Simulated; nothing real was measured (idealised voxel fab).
You're looking at the process module voxel self aligned contacts.
It is cross-section cut that appears here, measuring 165 nm in width, its square cells being 5 nm in size.
We lay out every cross-section as a grid of square cells and spell it out in bands from the top down, where one band means one or more rows of cells. Look at the band entry: it leads with the top's height and the bottom's height in nm. Then it lists the materials left to right, with a width in nm for each. The word "all across" on a single material says that material fills the band edge to edge. The word "empty" is empty space. Where do heights start? At 0: under that level the wafer as delivered is made of one material only. And the lowest band has no floor; it just carries on downward, as in "0 down". With a width like "30..40", each row of cells in the band differs from the next by the same amount, the top row carrying the first number and the bottom row the second. "same as before" (step): cross-section cells unchanged, all of them. Enclosed voids (no open way to top), threshold 8 cells or more, entry "Closed void catalog", notation width x height at distance, distance from left edge, nm. On a step's line, text after the settings is the simulator commenting on that step. overlay nm: for a step with a mask, the amount by which the mask lay right of where it was planned; a negative amount means left of it.

Plan
1: RECEIVE, material Si
2: OXIDIZE, depth nm 5
3: DIRECTIONAL_DEP, material polySi, thk nm 30
4: DIRECTIONAL_DEP, material SiN, thk nm 15
5: PATTERN, tone cover, mask id GATE, material resist, width nm 30, pitch nm 60, thk nm 15, overlay nm 0
6: DIRECTIONAL_ETCH, etch materials SiN, depth nm 15
7: DIRECTIONAL_ETCH, etch materials polySi, depth nm 30
8: STRIP, etch materials resist
9: CONFORMAL_DEP, material SiN, thk nm 5
10: DIRECTIONAL_ETCH, etch materials SiN, depth nm 5
11: FILL_DEP, material SiO2, thk nm 20
12: CMP, height nm 55
13: PATTERN, tone open, mask id CONTACT, material resist, width nm 40, thk nm 15, overlay nm 0
14: DIRECTIONAL_ETCH, etch materials SiO2, depth nm 60
15: STRIP, etch materials resist
16: CONFORMAL_DEP, material TiN, thk nm 5
17: FILL_DEP, material Ru, thk nm 10
18: CMP, height nm 55
19: CONFORMAL_DEP, material SiN, thk nm 5

Shown in cross-section is the wafer as received, that is, as it stands after step 1
* 0 down: Si all across
* Closed void catalog: none

Wafer cross-section at end of module: start and plan as shown above, one execution error
* 55 to 50: SiN all across
* 50 to 45: SiO2=60, TiN=15, Ru=10, TiN=15, SiO2=65
* 45 to 30: SiO2=30, SiN=40, TiN=5, Ru=10, TiN=5, SiN=40, SiO2=35
* 30 to 0: SiO2=30, SiN=5, polySi=30, SiN=5, TiN=5, Ru=10, TiN=5, SiN=5, polySi=30, SiN=5, SiO2=35
* 0 to -5: SiO2=70, TiN=20, SiO2=75
* -5 down: Si all across
* Closed void catalog: none
Error vs. plan: step 18 went in with a setting other than planned; the actual run was CMP, height nm 50
